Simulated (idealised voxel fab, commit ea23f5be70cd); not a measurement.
The following process module bears the name voxel gate over fins.
Section shown: cut. Width: 260 nm. Cell size: 5 nm, square.
Reading order for cross-sections: top band down to bottom band. Underlying form: a grid of square cells. Band size: one or more rows of cells.
Heights first: top, then bottom, in nm. Then materials, left to right, each with a width in nm. "throughout" on a single material: fills the band edge to edge. "empty": empty space.
Counting heights begins at 0, where everything beneath is, in the wafer as received, one material. The lowest band has no bottom; it goes on downwards, as "0 and below" shows.
It should be noted that a width expressed as "30->40" varies in equal increments from row to row of cells within the band, taking the value of the first number at the top row and that of the second number at the bottom row.
Where the words "nothing was modified" appear for a step, the cross-section shows no cell changed by that step; every cell remained as before.
Voids not open to the top, 8 cells minimum: see "Sealed internal cavities". Written width x height at distance; distance is from the left edge; nm.
That trailing text on a step's line, after the settings, is the simulator's own remark on the step.
On any step carrying a mask, the "overlay nm" setting, if present on the step's line, tells how far right of its planned place the mask lay; negative values point to the left.

The planned process steps are enumerated hereunder:
1) RECEIVE (material Si)
2) CONFORMAL_DEP (material SiN; thk nm 5)
3) MASKED_ETCH (tone cover; mask id FINS; width nm 15; pitch nm 60; etch materials SiN; depth nm 5; overlay nm 0)
4) MASKED_ETCH (tone cover; mask id FINS; width nm 15; pitch nm 60; etch materials Si; depth nm 35; overlay nm 0)
5) OXIDIZE (depth nm 5)
6) FILL_DEP (material SiO2; thk nm 5)
7) CMP (height nm 5)
8) MASKED_ETCH (tone open; mask id RAIL; width nm 15; etch materials SiO2; depth nm 35; overlay nm 0)
9) CONFORMAL_DEP (material TiN; thk nm 5)
10) FILL_DEP (material Ru; thk nm 10)
11) CMP (height nm 5)
12) SELECTIVE_ETCH (etch materials W Ru TiN; depth nm 20)
13) FILL_DEP (material SiO2; thk nm 5)
14) CMP (height nm 5)
15) SELECTIVE_ETCH (etch materials SiO2; depth nm 15)
16) STRIP (etch materials SiN)
17) CONFORMAL_DEP (material HfO2; thk nm 5)
18) CONFORMAL_DEP (material TiN; thk nm 5)
19) FILL_DEP (material W; thk nm 15)
20) CMP (height nm 20)
21) CONFORMAL_DEP (material SiN; thk nm 10)

First out of two wafers; run went to plan:

Here's what the wafer looked like in cross-section when it arrived - that's after step 1:
	0 and below | Si throughout
	Sealed internal cavities: none

Wafer xsec, post step 2:
	5 down to 0 | SiN throughout
	Below 0 it's all the same as before, nothing changed down there.

Wafer xsec, post step 3:
	5 down to 0 | empty 60 nm, then SiN 15 nm, then empty 45 nm, then SiN 15 nm, then empty 45 nm, then SiN 15 nm, then empty 65 nm
	Below 0 it's all the same as before, nothing changed down there.

Wafer xsec, post step 4:
	5 down to 0 | empty 60 nm, then SiN 15 nm, then empty 45 nm, then SiN 15 nm, then empty 45 nm, then SiN 15 nm, then empty 65 nm
	0 down to -35 | empty 60 nm, then Si 15 nm, then empty 45 nm, then Si 15 nm, then empty 45 nm, then Si 15 nm, then empty 65 nm
	Below -35 it's all the same as before, nothing changed down there.

Wafer xsec, post step 5:
	5 down to 0 | empty 60 nm, then SiN 15 nm, then empty 45 nm, then SiN 15 nm, then empty 45 nm, then SiN 15 nm, then empty 65 nm
	0 down to -35 | empty 60 nm, then SiO2 5 nm, then Si 5 nm, then SiO2 5 nm, then empty 45 nm, then SiO2 5 nm, then Si 5 nm, then SiO2 5 nm, then empty 45 nm, then SiO2 5 nm, then Si 5 nm, then SiO2 5 nm, then empty 65 nm
	-35 down to -40 | SiO2 65 nm, then Si 5 nm, then SiO2 55 nm, then Si 5 nm, then SiO2 55 nm, then Si 5 nm, then SiO2 70 nm
	Below -40 it's all the same as before, nothing changed down there.

Wafer xsec, post step 6:
	10 down to 5 | SiO2 throughout
	5 down to 0 | SiO2 60 nm, then SiN 15 nm, then SiO2 45 nm, then SiN 15 nm, then SiO2 45 nm, then SiN 15 nm, then SiO2 65 nm
	0 down to -40 | SiO2 65 nm, then Si 5 nm, then SiO2 55 nm, then Si 5 nm, then SiO2 55 nm, then Si 5 nm, then SiO2 70 nm
	Below -40 it's all the same as before, nothing changed down there.

Wafer xsec, post step 7:
	5 down to 0 | SiO2 60 nm, then SiN 15 nm, then SiO2 45 nm, then SiN 15 nm, then SiO2 45 nm, then SiN 15 nm, then SiO2 65 nm
	Below 0 it's all the same as before, nothing changed down there.

Wafer xsec, post step 8:
	5 down to 0 | SiO2 60 nm, then SiN 15 nm, then SiO2 15 nm, then empty 15 nm, then SiO2 15 nm, then SiN 15 nm, then SiO2 45 nm, then SiN 15 nm, then SiO2 65 nm
	0 down to -30 | SiO2 65 nm, then Si 5 nm, then SiO2 20 nm, then empty 15 nm, then SiO2 20 nm, then Si 5 nm, then SiO2 55 nm, then Si 5 nm, then SiO2 70 nm
	Below -30 it's all the same as before, nothing changed down there.

Wafer xsec, post step 9:
	10 down to 5 | TiN 95 nm, then empty 5 nm, then TiN 160 nm
	5 down to 0 | SiO2 60 nm, then SiN 15 nm, then SiO2 15 nm, then TiN 5 nm, then empty 5 nm, then TiN 5 nm, then SiO2 15 nm, then SiN 15 nm, then SiO2 45 nm, then SiN 15 nm, then SiO2 65 nm
	0 down to -25 | SiO2 65 nm, then Si 5 nm, then SiO2 20 nm, then TiN 5 nm, then empty 5 nm, then TiN 5 nm, then SiO2 20 nm, then Si 5 nm, then SiO2 55 nm, then Si 5 nm, then SiO2 70 nm
	-25 down to -30 | SiO2 65 nm, then Si 5 nm, then SiO2 20 nm, then TiN 15 nm, then SiO2 20 nm, then Si 5 nm, then SiO2 55 nm, then Si 5 nm, then SiO2 70 nm
	Below -30 it's all the same as before, nothing changed down there.

Wafer xsec, post step 10:
	20 down to 10 | Ru throughout
	10 down to 5 | TiN 95 nm, then Ru 5 nm, then TiN 160 nm
	5 down to 0 | SiO2 60 nm, then SiN 15 nm, then SiO2 15 nm, then TiN 5 nm, then Ru 5 nm, then TiN 5 nm, then SiO2 15 nm, then SiN 15 nm, then SiO2 45 nm, then SiN 15 nm, then SiO2 65 nm
	0 down to -25 | SiO2 65 nm, then Si 5 nm, then SiO2 20 nm, then TiN 5 nm, then Ru 5 nm, then TiN 5 nm, then SiO2 20 nm, then Si 5 nm, then SiO2 55 nm, then Si 5 nm, then SiO2 70 nm
	Below -25 it's all the same as before, nothing changed down there.

Wafer xsec, post step 11:
	5 down to 0 | SiO2 60 nm, then SiN 15 nm, then SiO2 15 nm, then TiN 5 nm, then Ru 5 nm, then TiN 5 nm, then SiO2 15 nm, then SiN 15 nm, then SiO2 45 nm, then SiN 15 nm, then SiO2 65 nm
	Below 0 it's all the same as before, nothing changed down there.

Wafer xsec, post step 12:
	5 down to 0 | SiO2 60 nm, then SiN 15 nm, then SiO2 15 nm, then empty 15 nm, then SiO2 15 nm, then SiN 15 nm, then SiO2 45 nm, then SiN 15 nm, then SiO2 65 nm
	0 down to -15 | SiO2 65 nm, then Si 5 nm, then SiO2 20 nm, then empty 15 nm, then SiO2 20 nm, then Si 5 nm, then SiO2 55 nm, then Si 5 nm, then SiO2 70 nm
	Below -15 it's all the same as before, nothing changed down there.

Wafer xsec, post step 13:
	10 down to 5 | SiO2 throughout
	5 down to 0 | SiO2 60 nm, then SiN 15 nm, then SiO2 45 nm, then SiN 15 nm, then SiO2 45 nm, then SiN 15 nm, then SiO2 65 nm
	0 down to -15 | SiO2 65 nm, then Si 5 nm, then SiO2 55 nm, then Si 5 nm, then SiO2 55 nm, then Si 5 nm, then SiO2 70 nm
	Below -15 it's all the same as before, nothing changed down there.

Wafer xsec, post step 14:
	5 down to 0 | SiO2 60 nm, then SiN 15 nm, then SiO2 45 nm, then SiN 15 nm, then SiO2 45 nm, then SiN 15 nm, then SiO2 65 nm
	Below 0 it's all the same as before, nothing changed down there.

Wafer xsec, post step 15:
	5 down to 0 | empty 60 nm, then SiN 15 nm, then empty 45 nm, then SiN 15 nm, then empty 45 nm, then SiN 15 nm, then empty 65 nm
	0 down to -10 | empty 65 nm, then Si 5 nm, then empty 55 nm, then Si 5 nm, then empty 55 nm, then Si 5 nm, then empty 70 nm
	Below -10 it's all the same as before, nothing changed down there.

Wafer xsec, post step 16:
	0 down to -10 | empty 65 nm, then Si 5 nm, then empty 55 nm, then Si 5 nm, then empty 55 nm, then Si 5 nm, then empty 70 nm
	Below -10 it's all the same as before, nothing changed down there.

Wafer xsec, post step 17:
	5 down to 0 | empty 60 nm, then HfO2 15 nm, then empty 45 nm, then HfO2 15 nm, then empty 45 nm, then HfO2 15 nm, then empty 65 nm
	0 down to -5 | empty 60 nm, then HfO2 5 nm, then Si 5 nm, then HfO2 5 nm, then empty 45 nm, then HfO2 5 nm, then Si 5 nm, then HfO2 5 nm, then empty 45 nm, then HfO2 5 nm, then Si 5 nm, then HfO2 5 nm, then empty 65 nm
	-5 down to -10 | HfO2 65 nm, then Si 5 nm, then HfO2 55 nm, then Si 5 nm, then HfO2 55 nm, then Si 5 nm, then HfO2 70 nm
	Below -10 it's all the same as before, nothing changed down there.

Wafer xsec, post step 18:
	10 down to 5 | empty 55 nm, then TiN 25 nm, then empty 35 nm, then TiN 25 nm, then empty 35 nm, then TiN 25 nm, then empty 60 nm
	5 down to 0 | empty 55 nm, then TiN 5 nm, then HfO2 15 nm, then TiN 5 nm, then empty 35 nm, then TiN 5 nm, then HfO2 15 nm, then TiN 5 nm, then empty 35 nm, then TiN 5 nm, then HfO2 15 nm, then TiN 5 nm, then empty 60 nm
	0 down to -5 | TiN 60 nm, then HfO2 5 nm, then Si 5 nm, then HfO2 5 nm, then TiN 45 nm, then HfO2 5 nm, then Si 5 nm, then HfO2 5 nm, then TiN 45 nm, then HfO2 5 nm, then Si 5 nm, then HfO2 5 nm, then TiN 65 nm
	Below -5 it's all the same as before, nothing changed down there.

Wafer xsec, post step 19:
	25 down to 10 | W throughout
	10 down to 5 | W 55 nm, then TiN 25 nm, then W 35 nm, then TiN 25 nm, then W 35 nm, then TiN 25 nm, then W 60 nm
	5 down to 0 | W 55 nm, then TiN 5 nm, then HfO2 15 nm, then TiN 5 nm, then W 35 nm, then TiN 5 nm, then HfO2 15 nm, then TiN 5 nm, then W 35 nm, then TiN 5 nm, then HfO2 15 nm, then TiN 5 nm, then W 60 nm
	Below 0 it's all the same as before, nothing changed down there.

Wafer xsec, post step 20:
	20 down to 10 | W throughout
	Below 10 it's all the same as before, nothing changed down there.

Wafer xsec, post step 21:
	30 down to 20 | SiN throughout
	Below 20 it's all the same as before, nothing changed down there.

Wafer two: like wafer one in start and plan, but with one mistake in execution; identical up to and including step 12:

Cross-section, second wafer, at the end time the plan gives for step 13:
	10 down to 5 | HfO2 throughout
	5 down to 0 | SiO2 60 nm, then SiN 15 nm, then SiO2 15 nm, then HfO2 15 nm, then SiO2 15 nm, then SiN 15 nm, then SiO2 45 nm, then SiN 15 nm, then SiO2 65 nm
	0 down to -15 | SiO2 65 nm, then Si 5 nm, then SiO2 20 nm, then HfO2 15 nm, then SiO2 20 nm, then Si 5 nm, then SiO2 55 nm, then Si 5 nm, then SiO2 70 nm
	Below -15 it's all the same as before, nothing changed down there.

Cross-section, second wafer, at the end time the plan gives for step 14:
	5 down to 0 | SiO2 60 nm, then SiN 15 nm, then SiO2 15 nm, then HfO2 15 nm, then SiO2 15 nm, then SiN 15 nm, then SiO2 45 nm, then SiN 15 nm, then SiO2 65 nm
	Below 0 it's all the same as before, nothing changed down there.

Cross-section, second wafer, at the end time the plan gives for step 15:
	5 down to 0 | empty 60 nm, then SiN 15 nm, then empty 15 nm, then HfO2 15 nm, then empty 15 nm, then SiN 15 nm, then empty 45 nm, then SiN 15 nm, then empty 65 nm
	0 down to -10 | empty 65 nm, then Si 5 nm, then empty 20 nm, then HfO2 15 nm, then empty 20 nm, then Si 5 nm, then empty 55 nm, then Si 5 nm, then empty 70 nm
	Below -10 it's all the same as before, nothing changed down there.

Cross-section, second wafer, at the end time the plan gives for step 16:
	5 down to 0 | empty 90 nm, then HfO2 15 nm, then empty 155 nm
	Below 0 it's all the same as before, nothing changed down there.

Cross-section, second wafer, at the end time the plan gives for step 17:
	10 down to 5 | empty 85 nm, then HfO2 25 nm, then empty 150 nm
	5 down to 0 | empty 60 nm, then HfO2 15 nm, then empty 10 nm, then HfO2 25 nm, then empty 10 nm, then HfO2 15 nm, then empty 45 nm, then HfO2 15 nm, then empty 65 nm
	0 down to -5 | empty 60 nm, then HfO2 5 nm, then Si 5 nm, then HfO2 5 nm, then empty 10 nm, then HfO2 25 nm, then empty 10 nm, then HfO2 5 nm, then Si 5 nm, then HfO2 5 nm, then empty 45 nm, then HfO2 5 nm, then Si 5 nm, then HfO2 5 nm, then empty 65 nm
	-5 down to -10 | HfO2 65 nm, then Si 5 nm, then HfO2 55 nm, then Si 5 nm, then HfO2 55 nm, then Si 5 nm, then HfO2 70 nm
	Below -10 it's all the same as before, nothing changed down there.

Cross-section, second wafer, at the end time the plan gives for step 18:
	15 down to 10 | empty 80 nm, then TiN 35 nm, then empty 145 nm
	10 down to 5 | empty 55 nm, then TiN 30 nm, then HfO2 25 nm, then TiN 30 nm, then empty 35 nm, then TiN 25 nm, then empty 60 nm
	5 down to 0 | empty 55 nm, then TiN 5 nm, then HfO2 15 nm, then TiN 10 nm, then HfO2 25 nm, then TiN 10 nm, then HfO2 15 nm, then TiN 5 nm, then empty 35 nm, then TiN 5 nm, then HfO2 15 nm, then TiN 5 nm, then empty 60 nm
	0 down to -5 | TiN 60 nm, then HfO2 5 nm, then Si 5 nm, then HfO2 5 nm, then TiN 10 nm, then HfO2 25 nm, then TiN 10 nm, then HfO2 5 nm, then Si 5 nm, then HfO2 5 nm, then TiN 45 nm, then HfO2 5 nm, then Si 5 nm, then HfO2 5 nm, then TiN 65 nm
	Below -5 it's all the same as before, nothing changed down there.

Cross-section, second wafer, at the end time the plan gives for step 19:
	30 down to 15 | W throughout
	15 down to 10 | W 80 nm, then TiN 35 nm, then W 145 nm
	10 down to 5 | W 55 nm, then TiN 30 nm, then HfO2 25 nm, then TiN 30 nm, then W 35 nm, then TiN 25 nm, then W 60 nm
	5 down to 0 | W 55 nm, then TiN 5 nm, then HfO2 15 nm, then TiN 10 nm, then HfO2 25 nm, then TiN 10 nm, then HfO2 15 nm, then TiN 5 nm, then W 35 nm, then TiN 5 nm, then HfO2 15 nm, then TiN 5 nm, then W 60 nm
	Below 0 it's all the same as before, nothing changed down there.

Cross-section, second wafer, at the end time the plan gives for step 20:
	20 down to 15 | W throughout
	Below 15 it's all the same as before, nothing changed down there.

Cross-section, second wafer, at the end time the plan gives for step 21:
	30 down to 20 | SiN throughout
	Below 20 it's all the same as before, nothing changed down there.
Misprocessing identified: heads up, step 13 didn't go per plan, it actually ran as FILL_DEP (material HfO2; thk nm 5)
Final tally in cells, some materials are higher or lower on the second wafer than on the first: +18 HfO2; -3 SiO2; +6 TiN; -21 W
